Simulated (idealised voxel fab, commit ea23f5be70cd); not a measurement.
Proc. module: voxel wiring stack
Square cell edge 5 nm, section width 150 nm, ID cut.
Cross-section spec: square-cell grid; bands listed top down; each band is one or more rows. In this notation a band is specified by the heights of its top and bottom, in that order and in nm, after which its materials appear from left to right, each paired with its width in nm. The word "full width" attached to a single material means that material fills the band from edge to edge; the word "blank" stands for empty space. Counting heights begins at 0, where everything beneath is, in the wafer as received, one material. The lowest band has no bottom; it goes on downwards, as "top 0, no bottom" shows. You'd read "30->40" like this: the band's top row of cells is as wide as the first number, its bottom row is as wide as the second, and going down, every row changes width by the same amount as the row before did. "no alteration" means the step left every cell of the cross-section as it was. "Enclosed cavities" contains a list of empty spaces, each no smaller than 8 cells and without an open way to the top, written in the form width x height at distance with the distance from the left edge and all three in nm. Where a step's line continues beyond its settings, the continuation is a remark by the simulator itself on that step. The setting "overlay nm" may be written on the line of a step. When the step uses a mask, the value reports how far to the right of the planned place the mask lay, and a negative value reports that it lay to the left.
# Steps in the process plan
step 1: RECEIVE with material Si
step 2: CONFORMAL_DEP with material SiO2, thk nm 10
step 3: DIRECTIONAL_DEP with material TiN, thk nm 5
step 4: DIRECTIONAL_DEP with material W, thk nm 20
step 5: MASKED_ETCH with tone cover, mask id METAL_1, width nm 20, pitch nm 35, etch materials W, depth nm 20, overlay nm 0
step 6: MASKED_ETCH with tone cover, mask id METAL_1, width nm 20, pitch nm 35, etch materials TiN, depth nm 5, overlay nm 0
step 7: FILL_DEP with material lowk, thk nm 10
step 8: CMP with height nm 35
step 9: CONFORMAL_DEP with material SiCN, thk nm 5
step 10: DIRECTIONAL_DEP with material SiO2, thk nm 20
step 11: MASKED_ETCH with tone open, mask id PLUG_1, width nm 15, etch materials SiO2, depth nm 20, overlay nm 0
step 12: MASKED_ETCH with tone open, mask id PLUG_1, width nm 15, etch materials SiCN, depth nm 5, overlay nm 0
step 13: CONFORMAL_DEP with material TiN, thk nm 5
step 14: FILL_DEP with material Ru, thk nm 5
step 15: CMP with height nm 60
step 16: CONFORMAL_DEP with material SiCN, thk nm 5
step 17: DIRECTIONAL_DEP with material lowk, thk nm 25
step 18: DIRECTIONAL_DEP with material aC, thk nm 10
step 19: PATTERN with tone open, mask id METAL_2, material resist, width nm 20, pitch nm 35, thk nm 25, overlay nm 0
step 20: DIRECTIONAL_ETCH with etch materials aC, depth nm 10
step 21: STRIP with etch materials resist
step 22: DIRECTIONAL_ETCH with etch materials lowk, depth nm 25
step 23: DIRECTIONAL_ETCH with etch materials SiCN, depth nm 5
step 24: STRIP with etch materials aC
step 25: CONFORMAL_DEP with material TiN, thk nm 5
step 26: FILL_DEP with material Ru, thk nm 5
step 27: CMP with height nm 90
step 28: EPI with material Ru, thk nm 5
step 29: FILL_DEP with material SiCN, thk nm 5
# First wafer of two (run as planned)
# Cross-section of the wafer at receipt, which is the condition after step 1
top 0, no bottom  Si full width
Enclosed cavities: none
# Upon completion of step 2, the wafer appears in cross-section as shown
top 10, bottom 0  SiO2 full width
Whatever lies below 0 is exactly as it was before.
# Upon completion of step 3, the wafer appears in cross-section as shown
top 15, bottom 10  TiN full width
Whatever lies below 10 is exactly as it was before.
# Upon completion of step 4, the wafer appears in cross-section as shown
top 35, bottom 15  W full width
Whatever lies below 15 is exactly as it was before.
# Upon completion of step 5, the wafer appears in cross-section as shown
top 35, bottom 15  blank 45  W 20  blank 15  W 20  blank 50
Whatever lies below 15 is exactly as it was before.
# Upon completion of step 6, the wafer appears in cross-section as shown
top 35, bottom 15  blank 45  W 20  blank 15  W 20  blank 50
top 15, bottom 10  blank 45  TiN 20  blank 15  TiN 20  blank 50
Whatever lies below 10 is exactly as it was before.
# Upon completion of step 7, the wafer appears in cross-section as shown
top 45, bottom 35  lowk full width
top 35, bottom 15  lowk 45  W 20  lowk 15  W 20  lowk 50
top 15, bottom 10  lowk 45  TiN 20  lowk 15  TiN 20  lowk 50
Whatever lies below 10 is exactly as it was before.
# Upon completion of step 8, the wafer appears in cross-section as shown
top 35, bottom 15  lowk 45  W 20  lowk 15  W 20  lowk 50
Whatever lies below 15 is exactly as it was before.
# Upon completion of step 9, the wafer appears in cross-section as shown
top 40, bottom 35  SiCN full width
Whatever lies below 35 is exactly as it was before.
# Upon completion of step 10, the wafer appears in cross-section as shown
top 60, bottom 40  SiO2 full width
Whatever lies below 40 is exactly as it was before.
# Upon completion of step 11, the wafer appears in cross-section as shown
top 60, bottom 40  SiO2 45  blank 15  SiO2 90
Whatever lies below 40 is exactly as it was before.
# Upon completion of step 12, the wafer appears in cross-section as shown
top 60, bottom 40  SiO2 45  blank 15  SiO2 90
top 40, bottom 35  SiCN 45  blank 15  SiCN 90
Whatever lies below 35 is exactly as it was before.
# Upon completion of step 13, the wafer appears in cross-section as shown
top 65, bottom 60  TiN 50  blank 5  TiN 95
top 60, bottom 40  SiO2 45  TiN 5  blank 5  TiN 5  SiO2 90
top 40, bottom 35  SiCN 45  TiN 15  SiCN 90
Whatever lies below 35 is exactly as it was before.
# Upon completion of step 14, the wafer appears in cross-section as shown
top 70, bottom 65  Ru full width
top 65, bottom 60  TiN 50  Ru 5  TiN 95
top 60, bottom 40  SiO2 45  TiN 5  Ru 5  TiN 5  SiO2 90
Whatever lies below 40 is exactly as it was before.
# Upon completion of step 15, the wafer appears in cross-section as shown
top 60, bottom 40  SiO2 45  TiN 5  Ru 5  TiN 5  SiO2 90
Whatever lies below 40 is exactly as it was before.
# Upon completion of step 16, the wafer appears in cross-section as shown
top 65, bottom 60  SiCN full width
Whatever lies below 60 is exactly as it was before.
# Upon completion of step 17, the wafer appears in cross-section as shown
top 90, bottom 65  lowk full width
Whatever lies below 65 is exactly as it was before.
# Upon completion of step 18, the wafer appears in cross-section as shown
top 100, bottom 90  aC full width
Whatever lies below 90 is exactly as it was before.
# Upon completion of step 19, the wafer appears in cross-section as shown
top 125, bottom 100  resist 45  blank 20  resist 15  blank 20  resist 50
Whatever lies below 100 is exactly as it was before.
# Upon completion of step 20, the wafer appears in cross-section as shown
top 115, bottom 100  resist 45  blank 20  resist 15  blank 20  resist 50
top 100, bottom 90  aC 45  blank 20  aC 15  blank 20  aC 50
Whatever lies below 90 is exactly as it was before.
# Upon completion of step 21, the wafer appears in cross-section as shown
top 100, bottom 90  aC 45  blank 20  aC 15  blank 20  aC 50
Whatever lies below 90 is exactly as it was before.
# Upon completion of step 22, the wafer appears in cross-section as shown
top 100, bottom 90  aC 45  blank 20  aC 15  blank 20  aC 50
top 90, bottom 65  lowk 45  blank 20  lowk 15  blank 20  lowk 50
Whatever lies below 65 is exactly as it was before.
# Upon completion of step 23, the wafer appears in cross-section as shown
top 100, bottom 90  aC 45  blank 20  aC 15  blank 20  aC 50
top 90, bottom 65  lowk 45  blank 20  lowk 15  blank 20  lowk 50
top 65, bottom 60  SiCN 45  blank 20  SiCN 15  blank 20  SiCN 50
Whatever lies below 60 is exactly as it was before.
# Upon completion of step 24, the wafer appears in cross-section as shown
top 90, bottom 65  lowk 45  blank 20  lowk 15  blank 20  lowk 50
Whatever lies below 65 is exactly as it was before.
# Upon completion of step 25, the wafer appears in cross-section as shown
top 95, bottom 90  TiN 50  blank 10  TiN 25  blank 10  TiN 55
top 90, bottom 65  lowk 45  TiN 5  blank 10  TiN 5  lowk 15  TiN 5  blank 10  TiN 5  lowk 50
top 65, bottom 60  SiCN 45  TiN 20  SiCN 15  TiN 20  SiCN 50
Whatever lies below 60 is exactly as it was before.
# Upon completion of step 26, the wafer appears in cross-section as shown
top 100, bottom 95  Ru full width
top 95, bottom 90  TiN 50  Ru 10  TiN 25  Ru 10  TiN 55
top 90, bottom 65  lowk 45  TiN 5  Ru 10  TiN 5  lowk 15  TiN 5  Ru 10  TiN 5  lowk 50
Whatever lies below 65 is exactly as it was before.
# Upon completion of step 27, the wafer appears in cross-section as shown
top 90, bottom 65  lowk 45  TiN 5  Ru 10  TiN 5  lowk 15  TiN 5  Ru 10  TiN 5  lowk 50
Whatever lies below 65 is exactly as it was before.
# Upon completion of step 28, the wafer appears in cross-section as shown
top 95, bottom 90  blank 40  Ru 30  blank 5  Ru 30  blank 45
Whatever lies below 90 is exactly as it was before.
# Upon completion of step 29, the wafer appears in cross-section as shown
top 100, bottom 95  SiCN full width
top 95, bottom 90  SiCN 40  Ru 30  SiCN 5  Ru 30  SiCN 45
Whatever lies below 90 is exactly as it was before.
# It is to be noted that the second wafer proceeded from the same initial state and according to the same plan as the first, although one mistake was committed in its execution; through step 10, inclusive, the two wafers share an identical history
# Cross-section: second wafer, time at which step 11 was scheduled to end
top 60, bottom 40  blank 45  SiO2 15  blank 90
Whatever lies below 40 is exactly as it was before.
Cross-section: second wafer, time at which step 12 was scheduled to end: no alteration
# Cross-section: second wafer, time at which step 13 was scheduled to end
top 65, bottom 60  blank 40  TiN 25  blank 85
top 60, bottom 45  blank 40  TiN 5  SiO2 15  TiN 5  blank 85
top 45, bottom 40  TiN 45  SiO2 15  TiN 90
Whatever lies below 40 is exactly as it was before.
# Cross-section: second wafer, time at which step 14 was scheduled to end
top 70, bottom 65  Ru full width
top 65, bottom 60  Ru 40  TiN 25  Ru 85
top 60, bottom 45  Ru 40  TiN 5  SiO2 15  TiN 5  Ru 85
Whatever lies below 45 is exactly as it was before.
# Cross-section: second wafer, time at which step 15 was scheduled to end
top 60, bottom 45  Ru 40  TiN 5  SiO2 15  TiN 5  Ru 85
Whatever lies below 45 is exactly as it was before.
# Cross-section: second wafer, time at which step 16 was scheduled to end
top 65, bottom 60  SiCN full width
Whatever lies below 60 is exactly as it was before.
# Cross-section: second wafer, time at which step 17 was scheduled to end
top 90, bottom 65  lowk full width
Whatever lies below 65 is exactly as it was before.
# Cross-section: second wafer, time at which step 18 was scheduled to end
top 100, bottom 90  aC full width
Whatever lies below 90 is exactly as it was before.
# Cross-section: second wafer, time at which step 19 was scheduled to end
top 125, bottom 100  resist 45  blank 20  resist 15  blank 20  resist 50
Whatever lies below 100 is exactly as it was before.
# Cross-section: second wafer, time at which step 20 was scheduled to end
top 115, bottom 100  resist 45  blank 20  resist 15  blank 20  resist 50
top 100, bottom 90  aC 45  blank 20  aC 15  blank 20  aC 50
Whatever lies below 90 is exactly as it was before.
# Cross-section: second wafer, time at which step 21 was scheduled to end
top 100, bottom 90  aC 45  blank 20  aC 15  blank 20  aC 50
Whatever lies below 90 is exactly as it was before.
# Cross-section: second wafer, time at which step 22 was scheduled to end
top 100, bottom 90  aC 45  blank 20  aC 15  blank 20  aC 50
top 90, bottom 65  lowk 45  blank 20  lowk 15  blank 20  lowk 50
Whatever lies below 65 is exactly as it was before.
# Cross-section: second wafer, time at which step 23 was scheduled to end
top 100, bottom 90  aC 45  blank 20  aC 15  blank 20  aC 50
top 90, bottom 65  lowk 45  blank 20  lowk 15  blank 20  lowk 50
top 65, bottom 60  SiCN 45  blank 20  SiCN 15  blank 20  SiCN 50
Whatever lies below 60 is exactly as it was before.
# Cross-section: second wafer, time at which step 24 was scheduled to end
top 90, bottom 65  lowk 45  blank 20  lowk 15  blank 20  lowk 50
Whatever lies below 65 is exactly as it was before.
# Cross-section: second wafer, time at which step 25 was scheduled to end
top 95, bottom 90  TiN 50  blank 10  TiN 25  blank 10  TiN 55
top 90, bottom 65  lowk 45  TiN 5  blank 10  TiN 5  lowk 15  TiN 5  blank 10  TiN 5  lowk 50
top 65, bottom 60  SiCN 45  TiN 20  SiCN 15  TiN 20  SiCN 50
Whatever lies below 60 is exactly as it was before.
# Cross-section: second wafer, time at which step 26 was scheduled to end
top 100, bottom 95  Ru full width
top 95, bottom 90  TiN 50  Ru 10  TiN 25  Ru 10  TiN 55
top 90, bottom 65  lowk 45  TiN 5  Ru 10  TiN 5  lowk 15  TiN 5  Ru 10  TiN 5  lowk 50
Whatever lies below 65 is exactly as it was before.
# Cross-section: second wafer, time at which step 27 was scheduled to end
top 90, bottom 65  lowk 45  TiN 5  Ru 10  TiN 5  lowk 15  TiN 5  Ru 10  TiN 5  lowk 50
Whatever lies below 65 is exactly as it was before.
# Cross-section: second wafer, time at which step 28 was scheduled to end
top 95, bottom 90  blank 40  Ru 30  blank 5  Ru 30  blank 45
Whatever lies below 90 is exactly as it was before.
# Cross-section: second wafer, time at which step 29 was scheduled to end
top 100, bottom 95  SiCN full width
top 95, bottom 90  SiCN 40  Ru 30  SiCN 5  Ru 30  SiCN 45
Whatever lies below 90 is exactly as it was before.
It is concluded that the wafer was processed incorrectly with respect to the plan, in that contrary to plan, step 11 was performed as MASKED_ETCH with tone cover, mask id PLUG_1, width nm 15, etch materials SiO2, depth nm 20, overlay nm 0
It is noted that, at the conclusion of processing, the second wafer exhibits a higher or lower cell count for certain materials relative to the first: 71 more of Ru; 3 more of SiCN; 96 fewer of SiO2; 22 more of TiN
